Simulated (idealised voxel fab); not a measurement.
This is a process module. Its name is voxel wiring stack.
Section cut is 220 nm wide and gridded with 5 nm square cells.
Square cells in a grid make up a cross-section in this document, and the grid is given as bands, listed from the top down, each one or more rows of cells.
For a band, the entry starts with two heights in nm, that of the top and then that of the bottom, and carries on with the band's materials in order from left to right, each alongside its width in nm; the word "edge to edge" beside a single material means it fills the band edge to edge, and "air" means empty space.
All heights in this document are referenced to 0, defined as the level beneath which the wafer, as received, consists entirely of one material. The lowest band is not bounded below; it extends indefinitely downward and is written in the form "top 0, no bottom".
Graded width ("30..40"): value in top row of band = first number; value in bottom row = second number; row-to-row change constant.
Where the words "stayed the same" appear for a step, the cross-section shows no cell changed by that step; every cell remained as before.
"Voids, sealed" - sealed voids, min. 8 cells, no opening to top; format: width x height at distance (distance from left edge; nm throughout).
Heads up: the bit after the settings on a step's line is the simulator's remark on that step.
When a step includes a mask, the "overlay nm" setting on its line states how far to the right of its planned place that mask lay, and negative values state how far to the left.
Planned step list for the process:
1 RECEIVE [material Si]
2 CONFORMAL_DEP [material SiO2] [thk nm 10]
3 CONFORMAL_DEP [material SiN] [thk nm 5]
4 DIRECTIONAL_DEP [material lowk] [thk nm 15]
5 MASKED_ETCH [tone open] [mask id METAL_1] [width nm 20] [pitch nm 50] [etch materials lowk] [depth nm 15] [overlay nm 0]
6 MASKED_ETCH [tone open] [mask id METAL_1] [width nm 20] [pitch nm 50] [etch materials SiN] [depth nm 5] [overlay nm 0]
7 CONFORMAL_DEP [material TiN] [thk nm 5]
8 FILL_DEP [material Cu] [thk nm 5]
9 CMP [height nm 30]
10 CONFORMAL_DEP [material SiCN] [thk nm 5]
11 DIRECTIONAL_DEP [material SiO2] [thk nm 10]
12 MASKED_ETCH [tone open] [mask id PLUG_1] [width nm 15] [pitch nm 50] [etch materials SiO2] [depth nm 10] [overlay nm 0]
13 MASKED_ETCH [tone open] [mask id PLUG_1] [width nm 15] [pitch nm 50] [etch materials SiCN] [depth nm 5] [overlay nm 0]
14 EPI [material Ru] [thk nm 10]
15 EPI [material Ru] [thk nm 5]
16 DIRECTIONAL_DEP [material TiN] [thk nm 5]
17 DIRECTIONAL_DEP [material Ru] [thk nm 20]
18 DIRECTIONAL_DEP [material aC] [thk nm 15]
19 PATTERN [tone cover] [mask id METAL_2] [material resist] [width nm 20] [pitch nm 50] [thk nm 30] [overlay nm 0]
20 DIRECTIONAL_ETCH [etch materials aC] [depth nm 15]
21 STRIP [etch materials resist]
22 DIRECTIONAL_ETCH [etch materials Ru] [depth nm 20]
23 DIRECTIONAL_ETCH [etch materials TiN] [depth nm 5]
24 STRIP [etch materials aC]
25 CONFORMAL_DEP [material SiN] [thk nm 5]
26 FILL_DEP [material lowk] [thk nm 10]
27 CMP [height nm 70]
28 CONFORMAL_DEP [material SiCN] [thk nm 5]
29 DIRECTIONAL_DEP [material SiO2] [thk nm 10]
30 PATTERN [tone open] [mask id PLUG_2] [material resist] [width nm 15] [pitch nm 50] [thk nm 15] [overlay nm 0]
31 DIRECTIONAL_ETCH [etch materials SiO2] [depth nm 10]
32 DIRECTIONAL_ETCH [etch materials SiCN] [depth nm 5]
33 STRIP [etch materials resist]
34 EPI [material Ru] [thk nm 10]
35 EPI [material Ru] [thk nm 5]
36 CONFORMAL_DEP [material SiN] [thk nm 5]
37 DIRECTIONAL_DEP [material SiO2] [thk nm 25]
38 PATTERN [tone open] [mask id METAL_3] [material resist] [width nm 20] [pitch nm 50] [thk nm 15] [overlay nm 0]
39 DIRECTIONAL_ETCH [etch materials SiO2] [depth nm 25]
40 DIRECTIONAL_ETCH [etch materials SiN] [depth nm 5]
41 STRIP [etch materials resist]
42 CONFORMAL_DEP [material TiN] [thk nm 5]
43 FILL_DEP [material Ru] [thk nm 5]
44 CMP [height nm 115]
45 CONFORMAL_DEP [material SiCN] [thk nm 5]
First of two wafers, processed according to plan:
Here's what the wafer looked like in cross-section when it arrived - that's after step 1:
    top 0, no bottom | Si edge to edge
    Voids, sealed: none
Cross-section: wafer state after step 2:
    top 10, bottom 0 | SiO2 edge to edge
    All layers under 0 are left as they were.
Cross-section: wafer state after step 3:
    top 15, bottom 10 | SiN edge to edge
    All layers under 10 are left as they were.
Cross-section: wafer state after step 4:
    top 30, bottom 15 | lowk edge to edge
    All layers under 15 are left as they were.
Cross-section: wafer state after step 5:
    top 30, bottom 15 | lowk=75  air=20  lowk=30  air=20  lowk=75
    All layers under 15 are left as they were.
Cross-section: wafer state after step 6:
    top 30, bottom 15 | lowk=75  air=20  lowk=30  air=20  lowk=75
    top 15, bottom 10 | SiN=75  air=20  SiN=30  air=20  SiN=75
    All layers under 10 are left as they were.
Cross-section: wafer state after step 7:
    top 35, bottom 30 | TiN=80  air=10  TiN=40  air=10  TiN=80
    top 30, bottom 15 | lowk=75  TiN=5  air=10  TiN=5  lowk=30  TiN=5  air=10  TiN=5  lowk=75
    top 15, bottom 10 | SiN=75  TiN=20  SiN=30  TiN=20  SiN=75
    All layers under 10 are left as they were.
Cross-section: wafer state after step 8:
    top 40, bottom 35 | Cu edge to edge
    top 35, bottom 30 | TiN=80  Cu=10  TiN=40  Cu=10  TiN=80
    top 30, bottom 15 | lowk=75  TiN=5  Cu=10  TiN=5  lowk=30  TiN=5  Cu=10  TiN=5  lowk=75
    All layers under 15 are left as they were.
Cross-section: wafer state after step 9:
    top 30, bottom 15 | lowk=75  TiN=5  Cu=10  TiN=5  lowk=30  TiN=5  Cu=10  TiN=5  lowk=75
    All layers under 15 are left as they were.
Cross-section: wafer state after step 10:
    top 35, bottom 30 | SiCN edge to edge
    All layers under 30 are left as they were.
Cross-section: wafer state after step 11:
    top 45, bottom 35 | SiO2 edge to edge
    All layers under 35 are left as they were.
Cross-section: wafer state after step 12:
    top 45, bottom 35 | SiO2=75  air=15  SiO2=35  air=15  SiO2=80
    All layers under 35 are left as they were.
Cross-section: wafer state after step 13:
    top 45, bottom 35 | SiO2=75  air=15  SiO2=35  air=15  SiO2=80
    top 35, bottom 30 | SiCN=75  air=15  SiCN=35  air=15  SiCN=80
    All layers under 30 are left as they were.
Cross-section: wafer state after step 14:
    top 45, bottom 40 | SiO2=75  air=15  SiO2=35  air=15  SiO2=80
    top 40, bottom 35 | SiO2=75  Ru=15  SiO2=35  Ru=15  SiO2=80
    top 35, bottom 30 | SiCN=75  Ru=15  SiCN=35  Ru=15  SiCN=80
    All layers under 30 are left as they were.
Cross-section: wafer state after step 15:
    top 45, bottom 35 | SiO2=75  Ru=15  SiO2=35  Ru=15  SiO2=80
    All layers under 35 are left as they were.
Cross-section: wafer state after step 16:
    top 50, bottom 45 | TiN edge to edge
    All layers under 45 are left as they were.
Cross-section: wafer state after step 17:
    top 70, bottom 50 | Ru edge to edge
    All layers under 50 are left as they were.
Cross-section: wafer state after step 18:
    top 85, bottom 70 | aC edge to edge
    All layers under 70 are left as they were.
Cross-section: wafer state after step 19:
    top 115, bottom 85 | air=75  resist=20  air=30  resist=20  air=75
    All layers under 85 are left as they were.
Cross-section: wafer state after step 20:
    top 100, bottom 85 | air=75  resist=20  air=30  resist=20  air=75
    top 85, bottom 70 | air=75  aC=20  air=30  aC=20  air=75
    All layers under 70 are left as they were.
Cross-section: wafer state after step 21:
    top 85, bottom 70 | air=75  aC=20  air=30  aC=20  air=75
    All layers under 70 are left as they were.
Cross-section: wafer state after step 22:
    top 85, bottom 70 | air=75  aC=20  air=30  aC=20  air=75
    top 70, bottom 50 | air=75  Ru=20  air=30  Ru=20  air=75
    All layers under 50 are left as they were.
Cross-section: wafer state after step 23:
    top 85, bottom 70 | air=75  aC=20  air=30  aC=20  air=75
    top 70, bottom 50 | air=75  Ru=20  air=30  Ru=20  air=75
    top 50, bottom 45 | air=75  TiN=20  air=30  TiN=20  air=75
    All layers under 45 are left as they were.
Cross-section: wafer state after step 24:
    top 70, bottom 50 | air=75  Ru=20  air=30  Ru=20  air=75
    All layers under 50 are left as they were.
Cross-section: wafer state after step 25:
    top 75, bottom 70 | air=70  SiN=30  air=20  SiN=30  air=70
    top 70, bottom 50 | air=70  SiN=5  Ru=20  SiN=5  air=20  SiN=5  Ru=20  SiN=5  air=70
    top 50, bottom 45 | SiN=75  TiN=20  SiN=30  TiN=20  SiN=75
    All layers under 45 are left as they were.
Cross-section: wafer state after step 26:
    top 85, bottom 75 | lowk edge to edge
    top 75, bottom 70 | lowk=70  SiN=30  lowk=20  SiN=30  lowk=70
    top 70, bottom 50 | lowk=70  SiN=5  Ru=20  SiN=5  lowk=20  SiN=5  Ru=20  SiN=5  lowk=70
    All layers under 50 are left as they were.
Cross-section: wafer state after step 27:
    top 70, bottom 50 | lowk=70  SiN=5  Ru=20  SiN=5  lowk=20  SiN=5  Ru=20  SiN=5  lowk=70
    All layers under 50 are left as they were.
Cross-section: wafer state after step 28:
    top 75, bottom 70 | SiCN edge to edge
    All layers under 70 are left as they were.
Cross-section: wafer state after step 29:
    top 85, bottom 75 | SiO2 edge to edge
    All layers under 75 are left as they were.
Cross-section: wafer state after step 30:
    top 100, bottom 85 | resist=75  air=15  resist=35  air=15  resist=80
    All layers under 85 are left as they were.
Cross-section: wafer state after step 31:
    top 100, bottom 85 | resist=75  air=15  resist=35  air=15  resist=80
    top 85, bottom 75 | SiO2=75  air=15  SiO2=35  air=15  SiO2=80
    All layers under 75 are left as they were.
Cross-section: wafer state after step 32:
    top 100, bottom 85 | resist=75  air=15  resist=35  air=15  resist=80
    top 85, bottom 75 | SiO2=75  air=15  SiO2=35  air=15  SiO2=80
    top 75, bottom 70 | SiCN=75  air=15  SiCN=35  air=15  SiCN=80
    All layers under 70 are left as they were.
Cross-section: wafer state after step 33:
    top 85, bottom 75 | SiO2=75  air=15  SiO2=35  air=15  SiO2=80
    All layers under 75 are left as they were.
Cross-section: wafer state after step 34:
    top 85, bottom 80 | SiO2=75  air=15  SiO2=35  air=15  SiO2=80
    top 80, bottom 75 | SiO2=75  Ru=15  SiO2=35  Ru=15  SiO2=80
    top 75, bottom 70 | SiCN=75  Ru=15  SiCN=35  Ru=15  SiCN=80
    All layers under 70 are left as they were.
Cross-section: wafer state after step 35:
    top 85, bottom 75 | SiO2=75  Ru=15  SiO2=35  Ru=15  SiO2=80
    All layers under 75 are left as they were.
Cross-section: wafer state after step 36:
    top 90, bottom 85 | SiN edge to edge
    All layers under 85 are left as they were.
Cross-section: wafer state after step 37:
    top 115, bottom 90 | SiO2 edge to edge
    All layers under 90 are left as they were.
Cross-section: wafer state after step 38:
    top 130, bottom 115 | resist=75  air=20  resist=30  air=20  resist=75
    All layers under 115 are left as they were.
Cross-section: wafer state after step 39:
    top 130, bottom 115 | resist=75  air=20  resist=30  air=20  resist=75
    top 115, bottom 90 | SiO2=75  air=20  SiO2=30  air=20  SiO2=75
    All layers under 90 are left as they were.
Cross-section: wafer state after step 40:
    top 130, bottom 115 | resist=75  air=20  resist=30  air=20  resist=75
    top 115, bottom 90 | SiO2=75  air=20  SiO2=30  air=20  SiO2=75
    top 90, bottom 85 | SiN=75  air=20  SiN=30  air=20  SiN=75
    All layers under 85 are left as they were.
Cross-section: wafer state after step 41:
    top 115, bottom 90 | SiO2=75  air=20  SiO2=30  air=20  SiO2=75
    All layers under 90 are left as they were.
Cross-section: wafer state after step 42:
    top 120, bottom 115 | TiN=80  air=10  TiN=40  air=10  TiN=80
    top 115, bottom 90 | SiO2=75  TiN=5  air=10  TiN=5  SiO2=30  TiN=5  air=10  TiN=5  SiO2=75
    top 90, bottom 85 | SiN=75  TiN=20  SiN=30  TiN=20  SiN=75
    All layers under 85 are left as they were.
Cross-section: wafer state after step 43:
    top 125, bottom 120 | Ru edge to edge
    top 120, bottom 115 | TiN=80  Ru=10  TiN=40  Ru=10  TiN=80
    top 115, bottom 90 | SiO2=75  TiN=5  Ru=10  TiN=5  SiO2=30  TiN=5  Ru=10  TiN=5  SiO2=75
    All layers under 90 are left as they were.
Cross-section: wafer state after step 44:
    top 115, bottom 90 | SiO2=75  TiN=5  Ru=10  TiN=5  SiO2=30  TiN=5  Ru=10  TiN=5  SiO2=75
    All layers under 90 are left as they were.
Cross-section: wafer state after step 45:
    top 120, bottom 115 | SiCN edge to edge
    All layers under 115 are left as they were.
Regarding the second of the two wafers: it shared the first wafer's starting condition and process plan, yet one error occurred during its execution. Its history coincides with that of the first wafer up to and including step 35:
when step 36 should have ended: stayed the same
when step 37 should have ended:
    top 110, bottom 85 | SiO2 edge to edge
    All layers under 85 are left as they were.
when step 38 should have ended:
    top 125, bottom 110 | resist=75  air=20  resist=30  air=20  resist=75
    All layers under 110 are left as they were.
when step 39 should have ended:
    top 125, bottom 110 | resist=75  air=20  resist=30  air=20  resist=75
    top 110, bottom 85 | SiO2=75  air=20  SiO2=30  air=20  SiO2=75
    All layers under 85 are left as they were.
when step 40 should have ended: stayed the same
when step 41 should have ended:
    top 110, bottom 85 | SiO2=75  air=20  SiO2=30  air=20  SiO2=75
    All layers under 85 are left as they were.
when step 42 should have ended:
    top 115, bottom 110 | TiN=80  air=10  TiN=40  air=10  TiN=80
    top 110, bottom 90 | SiO2=75  TiN=5  air=10  TiN=5  SiO2=30  TiN=5  air=10  TiN=5  SiO2=75
    top 90, bottom 85 | SiO2=75  TiN=20  SiO2=30  TiN=20  SiO2=75
    All layers under 85 are left as they were.
when step 43 should have ended:
    top 120, bottom 115 | Ru edge to edge
    top 115, bottom 110 | TiN=80  Ru=10  TiN=40  Ru=10  TiN=80
    top 110, bottom 90 | SiO2=75  TiN=5  Ru=10  TiN=5  SiO2=30  TiN=5  Ru=10  TiN=5  SiO2=75
    All layers under 90 are left as they were.
when step 44 should have ended:
    top 115, bottom 110 | TiN=80  Ru=10  TiN=40  Ru=10  TiN=80
    All layers under 110 are left as they were.
when step 45 should have ended:
    top 120, bottom 115 | SiCN edge to edge
    All layers under 115 are left as they were.
Against the plan, the run slipped here: the plan's step 36 went unexecuted, having been skipped
Materials where the second wafer ends with more or fewer cells than the first: SiN: 36 fewer, TiN: 36 more
